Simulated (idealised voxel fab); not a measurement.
Process module heading - voxel fin reveal
The cross-section shown here is cut; it is 215 nm wide and divided into square cells measuring 5 nm on a side.
Throughout this document, each cross-section is represented as a grid of square cells and is presented as a sequence of bands enumerated from the top downward, where a band comprises one or more rows of cells. First you get the band's top height and its bottom height, in nm, and then the materials it's made of, left to right, with each width in nm. If you see a single material with "edge to edge", that one covers the band edge to edge. "empty" is empty space. Ref level 0: as-received wafer is one material below here. Bottom band extends down with no lower bound ("z 0 and below"). Graded width ("30->40"): value in top row of band = first number; value in bottom row = second number; row-to-row change constant. Any step labelled "nothing altered" changed none of the cells in the cross-section. Heads up: "Enclosed void catalog" only lists the empty pockets with no open path to the top that are 8 cells or more, and it writes them as width x height at distance, distance from the left edge, in nm. That trailing text on a step's line, after the settings, is the simulator's own remark on the step. overlay nm: step with mask; distance mask lay right of planned place; negative value = left of planned place.

List of planned process steps:
| 1 | RECEIVE,material Si |
| 2 | CONFORMAL_DEP,material SiN,thk nm 5 |
| 3 | MASKED_ETCH,tone cover,mask id FINS,width nm 15,pitch nm 40,etch materials SiN,depth nm 5,overlay nm 0 |
| 4 | MASKED_ETCH,tone cover,mask id FINS,width nm 15,pitch nm 40,etch materials Si,depth nm 30,overlay nm 0 |
| 5 | OXIDIZE,depth nm 5 |
| 6 | FILL_DEP,material SiO2,thk nm 10 |
| 7 | CMP,height nm 5 |
| 8 | SELECTIVE_ETCH,etch materials SiO2,depth nm 25 |
| 9 | STRIP,etch materials SiN |

The first of the two wafers, which ran as planned:

Cross-section of the wafer as it came to us, i.e., already through step 1:
- z 0 and below | Si edge to edge
- Enclosed void catalog: none

Cross-section: wafer state after step 2:
- z 5 to 0 | SiN edge to edge
- Note: structure below 0 unchanged.

Cross-section: wafer state after step 3:
- z 5 to 0 | empty=60, then SiN=15, then empty=25, then SiN=15, then empty=25, then SiN=15, then empty=60
- Note: structure below 0 unchanged.

Cross-section: wafer state after step 4:
- z 5 to 0 | empty=60, then SiN=15, then empty=25, then SiN=15, then empty=25, then SiN=15, then empty=60
- z 0 to -30 | empty=60, then Si=15, then empty=25, then Si=15, then empty=25, then Si=15, then empty=60
- Note: structure below -30 unchanged.

Cross-section: wafer state after step 5:
- z 5 to 0 | empty=60, then SiN=15, then empty=25, then SiN=15, then empty=25, then SiN=15, then empty=60
- z 0 to -30 | empty=60, then SiO2=5, then Si=5, then SiO2=5, then empty=25, then SiO2=5, then Si=5, then SiO2=5, then empty=25, then SiO2=5, then Si=5, then SiO2=5, then empty=60
- z -30 to -35 | SiO2=65, then Si=5, then SiO2=35, then Si=5, then SiO2=35, then Si=5, then SiO2=65
- Note: structure below -35 unchanged.

Cross-section: wafer state after step 6:
- z 15 to 5 | SiO2 edge to edge
- z 5 to 0 | SiO2=60, then SiN=15, then SiO2=25, then SiN=15, then SiO2=25, then SiN=15, then SiO2=60
- z 0 to -35 | SiO2=65, then Si=5, then SiO2=35, then Si=5, then SiO2=35, then Si=5, then SiO2=65
- Note: structure below -35 unchanged.

Cross-section: wafer state after step 7:
- z 5 to 0 | SiO2=60, then SiN=15, then SiO2=25, then SiN=15, then SiO2=25, then SiN=15, then SiO2=60
- Note: structure below 0 unchanged.

Cross-section: wafer state after step 8:
- z 5 to 0 | empty=60, then SiN=15, then empty=25, then SiN=15, then empty=25, then SiN=15, then empty=60
- z 0 to -20 | empty=65, then Si=5, then empty=35, then Si=5, then empty=35, then Si=5, then empty=65
- Note: structure below -20 unchanged.

Cross-section: wafer state after step 9:
- z 0 to -20 | empty=65, then Si=5, then empty=35, then Si=5, then empty=35, then Si=5, then empty=65
- Note: structure below -20 unchanged.

Wafer two. Identical start, identical plan. One mistake in execution. Identical history through step 2:

The second wafer in cross-section, at the planned close of step 3:
- z 5 to 0 | empty=60, then SiN=20, then empty=20, then SiN=20, then empty=20, then SiN=20, then empty=55
- Note: structure below 0 unchanged.

The second wafer in cross-section, at the planned close of step 4:
- z 5 to 0 | empty=60, then SiN=20, then empty=20, then SiN=20, then empty=20, then SiN=20, then empty=55
- z 0 to -30 | empty=60, then Si=20, then empty=20, then Si=20, then empty=20, then Si=20, then empty=55
- Note: structure below -30 unchanged.

The second wafer in cross-section, at the planned close of step 5:
- z 5 to 0 | empty=60, then SiN=20, then empty=20, then SiN=20, then empty=20, then SiN=20, then empty=55
- z 0 to -30 | empty=60, then SiO2=5, then Si=10, then SiO2=5, then empty=20, then SiO2=5, then Si=10, then SiO2=5, then empty=20, then SiO2=5, then Si=10, then SiO2=5, then empty=55
- z -30 to -35 | SiO2=65, then Si=10, then SiO2=30, then Si=10, then SiO2=30, then Si=10, then SiO2=60
- Note: structure below -35 unchanged.

The second wafer in cross-section, at the planned close of step 6:
- z 15 to 5 | SiO2 edge to edge
- z 5 to 0 | SiO2=60, then SiN=20, then SiO2=20, then SiN=20, then SiO2=20, then SiN=20, then SiO2=55
- z 0 to -35 | SiO2=65, then Si=10, then SiO2=30, then Si=10, then SiO2=30, then Si=10, then SiO2=60
- Note: structure below -35 unchanged.

The second wafer in cross-section, at the planned close of step 7:
- z 5 to 0 | SiO2=60, then SiN=20, then SiO2=20, then SiN=20, then SiO2=20, then SiN=20, then SiO2=55
- Note: structure below 0 unchanged.

The second wafer in cross-section, at the planned close of step 8:
- z 5 to 0 | empty=60, then SiN=20, then empty=20, then SiN=20, then empty=20, then SiN=20, then empty=55
- z 0 to -20 | empty=65, then Si=10, then empty=30, then Si=10, then empty=30, then Si=10, then empty=60
- Note: structure below -20 unchanged.

The second wafer in cross-section, at the planned close of step 9:
- z 0 to -20 | empty=65, then Si=10, then empty=30, then Si=10, then empty=30, then Si=10, then empty=60
- Note: structure below -20 unchanged.
Deviation from plan: step 3 deviated from plan and actually ran as MASKED_ETCH,tone cover,mask id FINS,width nm 20,pitch nm 40,etch materials SiN,depth nm 5,overlay nm 0
Counted in cells at the end, the second wafer holds more or fewer of these materials than the first: Si: 21 more | SiO2: 9 fewer
